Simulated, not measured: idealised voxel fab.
Name of the process module below: voxel fin reveal
It is cross-section cut that appears here, measuring 220 nm in width, its square cells being 5 nm in size.
Just so we're on the same page, the cross-sections are grids of square cells, and they're listed out in bands top to bottom, each band one or more rows deep.
Heights first: top, then bottom, in nm. Then materials, left to right, each with a width in nm. "all across" on a single material: fills the band edge to edge. "empty": empty space.
Heads up on the height convention: 0 is the point under which the incoming wafer is all one material, and the lowest band has no bottom, it just keeps going down, like "0 and below".
When a width is written as two numbers, as in "30->40", the first number is the width in the top row of cells of the band and the second is the width in its bottom row, and the width changes by the same amount from each row to the next.
"no modification" for a step: no cell of the cross-section changed in that step.
In "Voids lacking openings" the enclosed voids are listed, meaning empty spaces of 8 cells or larger without any opening to the top. The form is width x height at distance, distance from the left edge, units nm.
Note: text after step settings on the step line = simulator remark on that step.
overlay nm, on a step with a mask: how far to the right of its planned place the mask lay; to the left if negative
-- This section lists the process steps that were planned
- 1: RECEIVE [material Si]
- 2: CONFORMAL_DEP [material SiN] [thk nm 10]
- 3: MASKED_ETCH [tone cover] [mask id FINS] [width nm 15] [pitch nm 45] [etch materials SiN] [depth nm 10] [overlay nm 0]
- 4: MASKED_ETCH [tone cover] [mask id FINS] [width nm 15] [pitch nm 45] [etch materials Si] [depth nm 35] [overlay nm 0]
- 5: OXIDIZE [depth nm 5]
- 6: FILL_DEP [material SiO2] [thk nm 10]
- 7: CMP [height nm 10]
- 8: SELECTIVE_ETCH [etch materials SiO2] [depth nm 35]
- 9: STRIP [etch materials SiN]
-- So this is the incoming wafer in cross-section - it's already been through step 1
	0 and below: Si all across
	Voids lacking openings: none
-- Here's the cross-section of the first of our two wafers at the end of the module - it ran as planned
	0 down to -25: 85 nm empty; 5 nm Si; 40 nm empty; 5 nm Si; 85 nm empty
	-25 down to -40: 85 nm SiO2; 5 nm Si; 40 nm SiO2; 5 nm Si; 85 nm SiO2
	-40 and below: Si all across
	Voids lacking openings: none
-- Cross-section, wafer two of two, end of module: same start and plan as wafer one, one error in execution
	0 down to -5: 75 nm Si; 25 nm empty; 20 nm Si; 25 nm empty; 75 nm Si
	-5 and below: Si all across
	Voids lacking openings: none
Against the plan, the run slipped here: so step 3 ended up running with a different setting than we planned, it ran as MASKED_ETCH [tone open] [mask id FINS] [width nm 15] [pitch nm 45] [etch materials SiN] [depth nm 10] [overlay nm 0]
Cell-count delta at end, second wafer over first, by material: +326 Si; -126 SiO2
